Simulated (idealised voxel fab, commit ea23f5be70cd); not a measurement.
process module | voxel gate over fins
cross-section cut | 295 nm wide | cells 5 nm
A cross-section is a grid of square cells, given in bands from the top down. A band is one or more rows of cells.
Each band's line starts with the height of the band's top and of its bottom, in nm. Then come its materials from left to right, each with its width in nm. One material with "throughout" fills the band from edge to edge. "air" is empty space.
Height 0 is the level under which the wafer as received is all one material. The lowest band goes on downwards, as in "0 down".
A width such as "30 to 40" changes by the same amount from each row of cells to the next, from the band's top row to its bottom row.
"no change" after a step means that no cell of the cross-section changed.
closed voids: empty space of 8 cells or more with no open way to the top, each as width x height at its distance from the left edge, in nm
after a step's settings: what the simulator itself notes on the step
overlay nm, on a step with a mask: how far to the right of its planned place the mask lay; to the left if negative
plan
1 op RECEIVE | material Si
2 op CONFORMAL_DEP | material SiN | thk nm 10
3 op DIRECTIONAL_DEP | material aC | thk nm 15
4 op PATTERN | tone cover | mask id FINS | material resist | width nm 15 | pitch nm 60 | thk nm 30 | overlay nm 0
5 op DIRECTIONAL_ETCH | etch materials aC | depth nm 15
6 op STRIP | etch materials resist
7 op DIRECTIONAL_ETCH | etch materials SiN | depth nm 10
8 op DIRECTIONAL_ETCH | etch materials Si | depth nm 35
9 op STRIP | etch materials aC
10 op FILL_DEP | material SiO2 | thk nm 15
11 op CMP | height nm 10
12 op DIRECTIONAL_DEP | material aC | thk nm 15
13 op PATTERN | tone open | mask id RAIL | material resist | width nm 15 | thk nm 30 | overlay nm 0
14 op DIRECTIONAL_ETCH | etch materials aC | depth nm 15
15 op STRIP | etch materials resist
16 op DIRECTIONAL_ETCH | etch materials SiO2 | depth nm 40
17 op STRIP | etch materials aC
18 op CONFORMAL_DEP | material TiN | thk nm 5
19 op FILL_DEP | material W | thk nm 10
20 op CMP | height nm 10
21 op SELECTIVE_ETCH | etch materials W Ru TiN | depth nm 25
22 op FILL_DEP | material SiO2 | thk nm 5
23 op CMP | height nm 10
24 op SELECTIVE_ETCH | etch materials SiO2 | depth nm 20
25 op STRIP | etch materials SiN
26 op CONFORMAL_DEP | material HfO2 | thk nm 5
27 op CONFORMAL_DEP | material TiN | thk nm 5
28 op CONFORMAL_DEP | material TiAl | thk nm 5
29 op CONFORMAL_DEP | material TiN | thk nm 5
30 op FILL_DEP | material W | thk nm 10
31 op CMP | height nm 25
32 op CONFORMAL_DEP | material SiCN | thk nm 5
first wafer, as planned
as received, after step 1
  0 down: Si throughout
  closed voids: none
after step 2
  10 to 0: SiN throughout
  below 0: unchanged
after step 3
  25 to 10: aC throughout
  below 10: unchanged
after step 4
  55 to 25: air 110 | resist 15 | air 45 | resist 15 | air 110
  below 25: unchanged
after step 5
  40 to 25: air 110 | resist 15 | air 45 | resist 15 | air 110
  25 to 10: air 110 | aC 15 | air 45 | aC 15 | air 110
  below 10: unchanged
after step 6
  25 to 10: air 110 | aC 15 | air 45 | aC 15 | air 110
  below 10: unchanged
after step 7
  25 to 10: air 110 | aC 15 | air 45 | aC 15 | air 110
  10 to 0: air 110 | SiN 15 | air 45 | SiN 15 | air 110
  below 0: unchanged
after step 8
  25 to 10: air 110 | aC 15 | air 45 | aC 15 | air 110
  10 to 0: air 110 | SiN 15 | air 45 | SiN 15 | air 110
  0 to -35: air 110 | Si 15 | air 45 | Si 15 | air 110
  below -35: unchanged
after step 9
  10 to 0: air 110 | SiN 15 | air 45 | SiN 15 | air 110
  below 0: unchanged
after step 10
  25 to 10: SiO2 throughout
  10 to 0: SiO2 110 | SiN 15 | SiO2 45 | SiN 15 | SiO2 110
  0 to -35: SiO2 110 | Si 15 | SiO2 45 | Si 15 | SiO2 110
  below -35: unchanged
after step 11
  10 to 0: SiO2 110 | SiN 15 | SiO2 45 | SiN 15 | SiO2 110
  below 0: unchanged
after step 12
  25 to 10: aC throughout
  below 10: unchanged
after step 13
  55 to 25: resist 140 | air 15 | resist 140
  below 25: unchanged
after step 14
  40 to 25: resist 140 | air 15 | resist 140
  25 to 10: aC 140 | air 15 | aC 140
  below 10: unchanged
after step 15
  25 to 10: aC 140 | air 15 | aC 140
  below 10: unchanged
after step 16
  25 to 10: aC 140 | air 15 | aC 140
  10 to 0: SiO2 110 | SiN 15 | SiO2 15 | air 15 | SiO2 15 | SiN 15 | SiO2 110
  0 to -30: SiO2 110 | Si 15 | SiO2 15 | air 15 | SiO2 15 | Si 15 | SiO2 110
  below -30: unchanged
after step 17
  10 to 0: SiO2 110 | SiN 15 | SiO2 15 | air 15 | SiO2 15 | SiN 15 | SiO2 110
  below 0: unchanged
after step 18
  15 to 10: TiN 145 | air 5 | TiN 145
  10 to 0: SiO2 110 | SiN 15 | SiO2 15 | TiN 5 | air 5 | TiN 5 | SiO2 15 | SiN 15 | SiO2 110
  0 to -25: SiO2 110 | Si 15 | SiO2 15 | TiN 5 | air 5 | TiN 5 | SiO2 15 | Si 15 | SiO2 110
  -25 to -30: SiO2 110 | Si 15 | SiO2 15 | TiN 15 | SiO2 15 | Si 15 | SiO2 110
  below -30: unchanged
after step 19
  25 to 15: W throughout
  15 to 10: TiN 145 | W 5 | TiN 145
  10 to 0: SiO2 110 | SiN 15 | SiO2 15 | TiN 5 | W 5 | TiN 5 | SiO2 15 | SiN 15 | SiO2 110
  0 to -25: SiO2 110 | Si 15 | SiO2 15 | TiN 5 | W 5 | TiN 5 | SiO2 15 | Si 15 | SiO2 110
  below -25: unchanged
after step 20
  10 to 0: SiO2 110 | SiN 15 | SiO2 15 | TiN 5 | W 5 | TiN 5 | SiO2 15 | SiN 15 | SiO2 110
  below 0: unchanged
after step 21
  10 to 0: SiO2 110 | SiN 15 | SiO2 15 | air 15 | SiO2 15 | SiN 15 | SiO2 110
  0 to -15: SiO2 110 | Si 15 | SiO2 15 | air 15 | SiO2 15 | Si 15 | SiO2 110
  below -15: unchanged
after step 22
  15 to 10: SiO2 throughout
  10 to 0: SiO2 110 | SiN 15 | SiO2 45 | SiN 15 | SiO2 110
  0 to -15: SiO2 110 | Si 15 | SiO2 45 | Si 15 | SiO2 110
  below -15: unchanged
after step 23
  10 to 0: SiO2 110 | SiN 15 | SiO2 45 | SiN 15 | SiO2 110
  below 0: unchanged
after step 24
  10 to 0: air 110 | SiN 15 | air 45 | SiN 15 | air 110
  0 to -10: air 110 | Si 15 | air 45 | Si 15 | air 110
  below -10: unchanged
after step 25
  0 to -10: air 110 | Si 15 | air 45 | Si 15 | air 110
  below -10: unchanged
after step 26
  5 to 0: air 105 | HfO2 25 | air 35 | HfO2 25 | air 105
  0 to -5: air 105 | HfO2 5 | Si 15 | HfO2 5 | air 35 | HfO2 5 | Si 15 | HfO2 5 | air 105
  -5 to -10: HfO2 110 | Si 15 | HfO2 45 | Si 15 | HfO2 110
  below -10: unchanged
after step 27
  10 to 5: air 100 | TiN 35 | air 25 | TiN 35 | air 100
  5 to 0: air 100 | TiN 5 | HfO2 25 | TiN 5 | air 25 | TiN 5 | HfO2 25 | TiN 5 | air 100
  0 to -5: TiN 105 | HfO2 5 | Si 15 | HfO2 5 | TiN 35 | HfO2 5 | Si 15 | HfO2 5 | TiN 105
  below -5: unchanged
after step 28
  15 to 10: air 95 | TiAl 45 | air 15 | TiAl 45 | air 95
  10 to 5: air 95 | TiAl 5 | TiN 35 | TiAl 5 | air 15 | TiAl 5 | TiN 35 | TiAl 5 | air 95
  5 to 0: TiAl 100 | TiN 5 | HfO2 25 | TiN 5 | TiAl 25 | TiN 5 | HfO2 25 | TiN 5 | TiAl 100
  below 0: unchanged
after step 29
  20 to 15: air 90 | TiN 55 | air 5 | TiN 55 | air 90
  15 to 10: air 90 | TiN 5 | TiAl 45 | TiN 5 | air 5 | TiN 5 | TiAl 45 | TiN 5 | air 90
  10 to 5: TiN 95 | TiAl 5 | TiN 35 | TiAl 5 | TiN 15 | TiAl 5 | TiN 35 | TiAl 5 | TiN 95
  below 5: unchanged
after step 30
  30 to 20: W throughout
  20 to 15: W 90 | TiN 55 | W 5 | TiN 55 | W 90
  15 to 10: W 90 | TiN 5 | TiAl 45 | TiN 5 | W 5 | TiN 5 | TiAl 45 | TiN 5 | W 90
  below 10: unchanged
after step 31
  25 to 20: W throughout
  below 20: unchanged
after step 32
  30 to 25: SiCN throughout
  below 25: unchanged
second wafer: like start, like plan, one mistake. Through step 27 it matches the first wafer
when step 28 should have ended
  15 to 5: air 95 | TiN 45 | air 15 | TiN 45 | air 95
  5 to 0: TiN 105 | HfO2 25 | TiN 35 | HfO2 25 | TiN 105
  below 0: unchanged
when step 29 should have ended
  20 to 15: air 90 | TiAl 55 | air 5 | TiAl 55 | air 90
  15 to 10: air 90 | TiAl 5 | TiN 45 | TiAl 5 | air 5 | TiAl 5 | TiN 45 | TiAl 5 | air 90
  10 to 5: TiAl 95 | TiN 45 | TiAl 15 | TiN 45 | TiAl 95
  below 5: unchanged
when step 30 should have ended
  30 to 20: W throughout
  20 to 15: W 90 | TiAl 55 | W 5 | TiAl 55 | W 90
  15 to 10: W 90 | TiAl 5 | TiN 45 | TiAl 5 | W 5 | TiAl 5 | TiN 45 | TiAl 5 | W 90
  below 10: unchanged
when step 31 should have ended
  25 to 20: W throughout
  below 20: unchanged
when step 32 should have ended
  30 to 25: SiCN throughout
  below 25: unchanged
what went wrong: steps 28 and 29 were swapped
at the end the second wafer has, in cells: as many of each material as the first, in other places
